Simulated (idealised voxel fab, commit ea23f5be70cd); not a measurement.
process module | voxel self aligned vias
Shown is cross-section cut, with a width of 165 nm and square cells of size 5 nm.
The cross-sections in this document take the form of a grid made of square cells. They are written out as bands, in order from top to bottom. Each band consists of one or more rows of cells.
Basically the band line says how high the top is and how high the bottom is, in nm, and then what's in it from left to right, every material with its width in nm. Empty space shows up as "air", and if a single material carries "full width" it runs the full band edge to edge.
Heights are measured from 0, the level below which the as-received wafer is all one material; the lowest band has no bottom and continues downward, written as in "0 nm and below".
It should be noted that a width expressed as "30 to 40" varies in equal increments from row to row of cells within the band, taking the value of the first number at the top row and that of the second number at the bottom row.
"no alteration", as given for a step, is the statement that not any cell of the cross-section underwent a change during that step.
"Sealed internal cavities" specifies each empty space that is not open to the top and that occupies no fewer than 8 cells, using the form width x height at distance, the distance measured from the left edge and all three quantities in nm.
Post-settings text on a step line: simulator's own remark regarding the step.
A step's line can hold "overlay nm"; with a mask on that step, the setting says how far right of the planned place the mask lay, while a negative setting says it lay to the left.
-- Process steps - plan
- 1: RECEIVE with material Si
- 2: CONFORMAL_DEP with material SiO2, thk nm 15
- 3: CONFORMAL_DEP with material SiCN, thk nm 5
- 4: DIRECTIONAL_DEP with material SiO2, thk nm 20
- 5: MASKED_ETCH with tone open, mask id LINES, width nm 20, pitch nm 55, etch materials SiO2, depth nm 20, overlay nm 0
- 6: CONFORMAL_DEP with material TiN, thk nm 5
- 7: FILL_DEP with material Ru, thk nm 5
- 8: CMP with height nm 40
- 9: SELECTIVE_ETCH with etch materials W Ru TiN, depth nm 5
- 10: FILL_DEP with material SiN, thk nm 10
- 11: CMP with height nm 40
- 12: DIRECTIONAL_DEP with material SiO2, thk nm 20
- 13: DIRECTIONAL_DEP with material aC, thk nm 10
- 14: PATTERN with tone open, mask id VIAS, material resist, width nm 30, thk nm 30, overlay nm 0
- 15: DIRECTIONAL_ETCH with etch materials aC, depth nm 10
- 16: STRIP with etch materials resist
- 17: DIRECTIONAL_ETCH with etch materials SiO2, depth nm 20
- 18: DIRECTIONAL_ETCH with etch materials SiN, depth nm 5
- 19: STRIP with etch materials aC
- 20: CONFORMAL_DEP with material TiN, thk nm 5
- 21: FILL_DEP with material Cu, thk nm 5
- 22: CMP with height nm 60
- 23: CONFORMAL_DEP with material SiCN, thk nm 5
-- Cross-section: wafer on arrival = after step 1
* 0 nm and below  Si full width
* Sealed internal cavities: none
-- First of two wafers: cross-section at end of module, run per plan
* 65 nm to 60 nm  SiCN full width
* 60 nm to 45 nm  40 of SiO2 | 5 of TiN | 20 of Cu | 5 of TiN | 95 of SiO2
* 45 nm to 40 nm  40 of SiO2 | 10 of TiN | 10 of Cu | 10 of TiN | 95 of SiO2
* 40 nm to 35 nm  45 of SiO2 | 20 of TiN | 35 of SiO2 | 20 of SiN | 45 of SiO2
* 35 nm to 25 nm  45 of SiO2 | 5 of TiN | 10 of Ru | 5 of TiN | 35 of SiO2 | 5 of TiN | 10 of Ru | 5 of TiN | 45 of SiO2
* 25 nm to 20 nm  45 of SiO2 | 20 of TiN | 35 of SiO2 | 20 of TiN | 45 of SiO2
* 20 nm to 15 nm  SiCN full width
* 15 nm to 0 nm  SiO2 full width
* 0 nm and below  Si full width
* Sealed internal cavities: none
-- Now the second wafer, cross-sectioned at the end of the module. Nothing different at the start, nothing different in the plan compared with the first, just one mistake when it was actually run
* 65 nm to 60 nm  SiCN full width
* 60 nm to 45 nm  40 of SiO2 | 5 of SiCN | 20 of Cu | 5 of SiCN | 95 of SiO2
* 45 nm to 40 nm  40 of SiO2 | 10 of SiCN | 10 of Cu | 10 of SiCN | 95 of SiO2
* 40 nm to 35 nm  45 of SiO2 | 20 of SiCN | 35 of SiO2 | 20 of SiN | 45 of SiO2
* 35 nm to 25 nm  45 of SiO2 | 5 of TiN | 10 of Ru | 5 of TiN | 35 of SiO2 | 5 of TiN | 10 of Ru | 5 of TiN | 45 of SiO2
* 25 nm to 20 nm  45 of SiO2 | 20 of TiN | 35 of SiO2 | 20 of TiN | 45 of SiO2
* 20 nm to 15 nm  SiCN full width
* 15 nm to 0 nm  SiO2 full width
* 0 nm and below  Si full width
* Sealed internal cavities: none
It is concluded that the wafer was processed incorrectly with respect to the plan, in that rather than as planned, step 20 actually ran as CONFORMAL_DEP with material SiCN, thk nm 5
Cell-count delta at end, second wafer over first, by material: SiCN: 14 more, TiN: 14 fewer
